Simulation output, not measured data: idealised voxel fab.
process module | voxel capacitor over wiring
FYI the section here is cut, 280 nm wide, cells are 5 nm squares.
A cross-section is a grid of square cells, given in bands from the top down. A band is one or more rows of cells.
Each band's line starts with the height of the band's top and of its bottom, in nm. Then come its materials from left to right, each with its width in nm. One material with "everywhere" fills the band from edge to edge. "blank" is empty space.
Height is counted from the level 0, under which the received wafer is composed throughout of one material. The lowest of the bands is not closed at the bottom but continues downward, in the notation "0 -> down".
It should be noted that a width expressed as "30->40" varies in equal increments from row to row of cells within the band, taking the value of the first number at the top row and that of the second number at the bottom row.
"all unchanged" after a step means that no cell of the cross-section changed.
Reported under the label "Fully sealed voids" are the empty spaces having no open way to the top and comprising 8 cells or more; the notation for each is width x height at distance, in which the distance is measured from the left edge and all three values are in nm.
Formally, on a step line, whatever follows the settings is a remark that the simulator itself makes on the step.
overlay nm: where the mask lay relative to plan, measured to the right, on steps with a mask; negatives go left.
## Intended process steps
step 1: RECEIVE: material Si
step 2: CONFORMAL_DEP: material SiO2, thk nm 15
step 3: DIRECTIONAL_DEP: material TiN, thk nm 5
step 4: DIRECTIONAL_DEP: material W, thk nm 20
step 5: DIRECTIONAL_DEP: material aC, thk nm 10
step 6: PATTERN: tone cover, mask id METAL_1, material resist, width nm 30, pitch nm 100, thk nm 30, overlay nm 0
step 7: DIRECTIONAL_ETCH: etch materials aC, depth nm 10
step 8: STRIP: etch materials resist
step 9: DIRECTIONAL_ETCH: etch materials W, depth nm 20
step 10: DIRECTIONAL_ETCH: etch materials TiN, depth nm 5
step 11: STRIP: etch materials aC
step 12: FILL_DEP: material SiO2, thk nm 5
step 13: CMP: height nm 40
step 14: CONFORMAL_DEP: material SiCN, thk nm 5
step 15: DIRECTIONAL_DEP: material SiO2, thk nm 20
step 16: PATTERN: tone open, mask id PLUG_1, material resist, width nm 15, thk nm 15, overlay nm 0
step 17: DIRECTIONAL_ETCH: etch materials SiO2, depth nm 20
step 18: DIRECTIONAL_ETCH: etch materials SiCN, depth nm 5
step 19: STRIP: etch materials resist
step 20: CONFORMAL_DEP: material TiN, thk nm 5
step 21: FILL_DEP: material Cu, thk nm 5
step 22: CMP: height nm 65
step 23: DIRECTIONAL_DEP: material TiN, thk nm 10
step 24: DIRECTIONAL_DEP: material HfO2, thk nm 5
step 25: DIRECTIONAL_DEP: material TiN, thk nm 5
step 26: DIRECTIONAL_DEP: material aC, thk nm 15
step 27: PATTERN: tone cover, mask id UPPER_PLATE, material resist, width nm 75, thk nm 30, overlay nm 0
step 28: DIRECTIONAL_ETCH: etch materials aC, depth nm 15
step 29: STRIP: etch materials resist
step 30: DIRECTIONAL_ETCH: etch materials TiN, depth nm 5
step 31: DIRECTIONAL_ETCH: etch materials HfO2, depth nm 5
step 32: STRIP: etch materials aC
step 33: MASKED_ETCH: tone cover, mask id LOWER_PLATE, width nm 85, etch materials TiN, depth nm 10, overlay nm 0
step 34: FILL_DEP: material SiO2, thk nm 20
step 35: CMP: height nm 100
step 36: DIRECTIONAL_DEP: material aC, thk nm 15
step 37: PATTERN: tone open, mask id PLUG_2, material resist, width nm 15, thk nm 35, overlay nm 0
step 38: DIRECTIONAL_ETCH: etch materials aC, depth nm 15
step 39: STRIP: etch materials resist
step 40: DIRECTIONAL_ETCH: etch materials SiO2, depth nm 15
step 41: STRIP: etch materials aC
step 42: CONFORMAL_DEP: material TiN, thk nm 5
step 43: FILL_DEP: material Ru, thk nm 10
step 44: CMP: height nm 100
step 45: CONFORMAL_DEP: material SiCN, thk nm 5
## Received-state cross-section, reflecting completion of step 1
	0 -> down = Si everywhere
	Fully sealed voids: none
## First wafer of two, sectioned at end of module; run went per plan
	105 -> 100 = SiCN everywhere
	100 -> 90 = SiO2 100 / TiN 5 / Ru 5 / TiN 5 / SiO2 165
	90 -> 80 = SiO2 100->90 / TiN 15->75 / SiO2 165->115
	80 -> 75 = SiO2 90 / HfO2 75 / SiO2 115
	75 -> 65 = SiO2 85 / TiN 85 / SiO2 110
	65 -> 45 = SiO2 90 / TiN 5 / Cu 5 / TiN 5 / SiO2 175
	45 -> 40 = SiCN 90 / TiN 15 / SiCN 175
	40 -> 20 = SiO2 75 / W 30 / SiO2 70 / W 30 / SiO2 75
	20 -> 15 = SiO2 75 / TiN 30 / SiO2 70 / TiN 30 / SiO2 75
	15 -> 0 = SiO2 everywhere
	0 -> down = Si everywhere
	Fully sealed voids: none
## What the second wafer looks like in cross-section once the module is done. Its start and its plan matched the first wafer's exactly; what differed was one mistake in how it was run
	105 -> 100 = SiCN everywhere
	100 -> 90 = SiO2 100 / TiN 5 / Ru 5 / TiN 5 / SiO2 165
	90 -> 85 = SiO2 100 / TiN 15 / SiO2 165
	85 -> 80 = SiO2 everywhere
	80 -> 75 = SiO2 90 / HfO2 75 / SiO2 115
	75 -> 65 = SiO2 85 / TiN 85 / SiO2 110
	65 -> 45 = SiO2 90 / TiN 5 / Cu 5 / TiN 5 / SiO2 175
	45 -> 40 = SiCN 90 / TiN 15 / SiCN 175
	40 -> 20 = SiO2 75 / W 30 / SiO2 70 / W 30 / SiO2 75
	20 -> 15 = SiO2 75 / TiN 30 / SiO2 70 / TiN 30 / SiO2 75
	15 -> 0 = SiO2 everywhere
	0 -> down = Si everywhere
	Fully sealed voids: none
Which mistake was made when the wafer was run? no execution of plan step 25; skipped
Final comparison by cell count, materials where the second wafer has more or fewer than the first: 15 more of SiO2 | 15 fewer of TiN
